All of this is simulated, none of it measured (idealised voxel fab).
Name of the process module below: voxel self aligned vias
Cross-sectional view cut (width: 175 nm; square cell size: 5 nm).
Cross-section layout: square cells on a grid; listed as bands, top to bottom; a band spans one or more cell rows. Quick guide to a band line: top height, bottom height (nm) up front; then every material left to right with its width in nm. Only one material and it's marked "edge to edge"? Then it fills the band edge to edge. And "empty" just means empty space. Heads up on the height convention: 0 is the point under which the incoming wafer is all one material, and the lowest band has no bottom, it just keeps going down, like "from 0 down". Per-row width for "30 to 40": begins at first number (top row of band), ends at second number (bottom row), increment between rows held constant. What does "remained unchanged" mean for a step? It means no cell of the cross-section changed in that step. Heads up: "Enclosed empty spaces" only lists the empty pockets with no open path to the top that are 8 cells or more, and it writes them as width x height at distance, distance from the left edge, in nm. Text after the settings on a step's line: the simulator's own remark on that step. "overlay nm" on a masked step: distance the mask lay right of its planned place, negative for left.

The steps planned for the process are as follows
- 1: RECEIVE, material Si
- 2: CONFORMAL_DEP, material SiO2, thk nm 10
- 3: CONFORMAL_DEP, material SiCN, thk nm 5
- 4: DIRECTIONAL_DEP, material SiO2, thk nm 25
- 5: MASKED_ETCH, tone open, mask id LINES, width nm 25, pitch nm 65, etch materials SiO2, depth nm 25, overlay nm 0
- 6: CONFORMAL_DEP, material TiN, thk nm 5
- 7: FILL_DEP, material Ru, thk nm 5
- 8: CMP, height nm 40
- 9: SELECTIVE_ETCH, etch materials W Ru TiN, depth nm 5
- 10: FILL_DEP, material SiN, thk nm 5
- 11: CMP, height nm 40
- 12: DIRECTIONAL_DEP, material SiO2, thk nm 20
- 13: DIRECTIONAL_DEP, material aC, thk nm 15
- 14: PATTERN, tone open, mask id VIAS, material resist, width nm 35, thk nm 35, overlay nm 0
- 15: DIRECTIONAL_ETCH, etch materials aC, depth nm 15
- 16: STRIP, etch materials resist
- 17: DIRECTIONAL_ETCH, etch materials SiO2, depth nm 20
- 18: DIRECTIONAL_ETCH, etch materials SiN, depth nm 5
- 19: STRIP, etch materials aC
- 20: CONFORMAL_DEP, material TiN, thk nm 5
- 21: FILL_DEP, material Cu, thk nm 5
- 22: CMP, height nm 60
- 23: CONFORMAL_DEP, material SiCN, thk nm 5

So this is the incoming wafer in cross-section - it's already been through step 1
from 0 down = Si edge to edge
Enclosed empty spaces: none

The module was run from the start shown above using the plan shown above, but one mistake was made doing it; the resulting wafer cross-section is below
from 65 to 60 = SiCN edge to edge
from 60 to 45 = 35 of SiO2, then 5 of TiN, then 25 of Cu, then 5 of TiN, then 105 of SiO2
from 45 to 40 = 35 of SiO2, then 10 of TiN, then 15 of Cu, then 10 of TiN, then 105 of SiO2
from 40 to 35 = 40 of SiO2, then 25 of TiN, then 40 of SiO2, then 25 of SiN, then 45 of SiO2
from 35 to 25 = 40 of SiO2, then 5 of TiN, then 15 of Ru, then 5 of TiN, then 40 of SiO2, then 5 of TiN, then 15 of Ru, then 5 of TiN, then 45 of SiO2
from 25 to 20 = 40 of SiO2, then 25 of TiN, then 40 of SiO2, then 25 of TiN, then 45 of SiO2
from 20 to 15 = SiCN edge to edge
from 15 to 0 = SiO2 edge to edge
from 0 down = Si edge to edge
Enclosed empty spaces: none
Plan not followed: step 2 went in with a setting other than planned; the actual run was CONFORMAL_DEP, material SiO2, thk nm 15
